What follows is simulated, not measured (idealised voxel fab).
process module | voxel gate over fins
cross-section cut | 280 nm wide | cells 5 nm
A cross-section is a grid of square cells, given in bands from the top down. A band is one or more rows of cells.
Each band's line starts with the height of the band's top and of its bottom, in nm. Then come its materials from left to right, each with its width in nm. One material with "throughout" fills the band from edge to edge. "air" is empty space.
Height 0 is the level under which the wafer as received is all one material. The lowest band goes on downwards, as in "0 down".
A width such as "30 to 40" changes by the same amount from each row of cells to the next, from the band's top row to its bottom row.
"no change" after a step means that no cell of the cross-section changed.
closed voids: empty space of 8 cells or more with no open way to the top, each as width x height at its distance from the left edge, in nm
after a step's settings: what the simulator itself notes on the step
overlay nm, on a step with a mask: how far to the right of its planned place the mask lay; to the left if negative
plan
1 op RECEIVE | material Si
2 op CONFORMAL_DEP | material SiN | thk nm 10
3 op MASKED_ETCH | tone cover | mask id FINS | width nm 15 | pitch nm 45 | etch materials SiN | depth nm 10 | overlay nm 0
4 op MASKED_ETCH | tone cover | mask id FINS | width nm 15 | pitch nm 45 | etch materials Si | depth nm 30 | overlay nm 0
5 op OXIDIZE | depth nm 5
6 op FILL_DEP | material SiO2 | thk nm 5
7 op CMP | height nm 10
8 op SELECTIVE_ETCH | etch materials SiO2 | depth nm 20
9 op STRIP | etch materials SiN
10 op CONFORMAL_DEP | material HfO2 | thk nm 5
11 op CONFORMAL_DEP | material TiN | thk nm 5
12 op CONFORMAL_DEP | material TiAl | thk nm 5
13 op CONFORMAL_DEP | material TiN | thk nm 5
14 op FILL_DEP | material W | thk nm 15
15 op CMP | height nm 30
16 op CONFORMAL_DEP | material SiN | thk nm 5
varied across the wafers: thk nm of step 16. The plan shows the first wafer's value. All wafers start alike
first wafer as received, after step 1
  0 down: Si throughout
  closed voids: none
first wafer at the end, after step 16
  35 to 30: SiN throughout
  30 to 20: W throughout
  20 to 15: W 95 | TiN 90 | W 95
  15 to 10: W 95 | TiN 5 | TiAl 35 | TiN 10 | TiAl 35 | TiN 5 | W 95
  10 to 5: TiN 100 | TiAl 5 | TiN 25 | TiAl 5 | TiN 10 | TiAl 5 | TiN 25 | TiAl 5 | TiN 100
  5 to 0: TiAl 105 | TiN 5 | HfO2 15 | TiN 5 | TiAl 20 | TiN 5 | HfO2 15 | TiN 5 | TiAl 105
  0 to -5: TiN 110 | HfO2 5 | Si 5 | HfO2 5 | TiN 30 | HfO2 5 | Si 5 | HfO2 5 | TiN 110
  -5 to -10: HfO2 115 | Si 5 | HfO2 40 | Si 5 | HfO2 115
  -10 to -35: SiO2 115 | Si 5 | SiO2 40 | Si 5 | SiO2 115
  -35 down: Si throughout
  closed voids: none
last wafer at the end
  55 to 30: SiN throughout
  30 to 20: W throughout
  20 to 15: W 95 | TiN 90 | W 95
  15 to 10: W 95 | TiN 5 | TiAl 35 | TiN 10 | TiAl 35 | TiN 5 | W 95
  10 to 5: TiN 100 | TiAl 5 | TiN 25 | TiAl 5 | TiN 10 | TiAl 5 | TiN 25 | TiAl 5 | TiN 100
  5 to 0: TiAl 105 | TiN 5 | HfO2 15 | TiN 5 | TiAl 20 | TiN 5 | HfO2 15 | TiN 5 | TiAl 105
  0 to -5: TiN 110 | HfO2 5 | Si 5 | HfO2 5 | TiN 30 | HfO2 5 | Si 5 | HfO2 5 | TiN 110
  -5 to -10: HfO2 115 | Si 5 | HfO2 40 | Si 5 | HfO2 115
  -10 to -35: SiO2 115 | Si 5 | SiO2 40 | Si 5 | SiO2 115
  -35 down: Si throughout
  closed voids: none
each wafer at the end: cells of each material gained (+) or lost (-) since it was received, then its closed voids
thk nm 5 | +64 HfO2 | -378 Si | +56 SiN | +270 SiO2 | +64 TiAl | +128 TiN | +188 W | closed voids: none
thk nm 10 | +64 HfO2 | -378 Si | +112 SiN | +270 SiO2 | +64 TiAl | +128 TiN | +188 W | closed voids: none
thk nm 15 | +64 HfO2 | -378 Si | +168 SiN | +270 SiO2 | +64 TiAl | +128 TiN | +188 W | closed voids: none
thk nm 20 | +64 HfO2 | -378 Si | +224 SiN | +270 SiO2 | +64 TiAl | +128 TiN | +188 W | closed voids: none
thk nm 25 | +64 HfO2 | -378 Si | +280 SiN | +270 SiO2 | +64 TiAl | +128 TiN | +188 W | closed voids: none
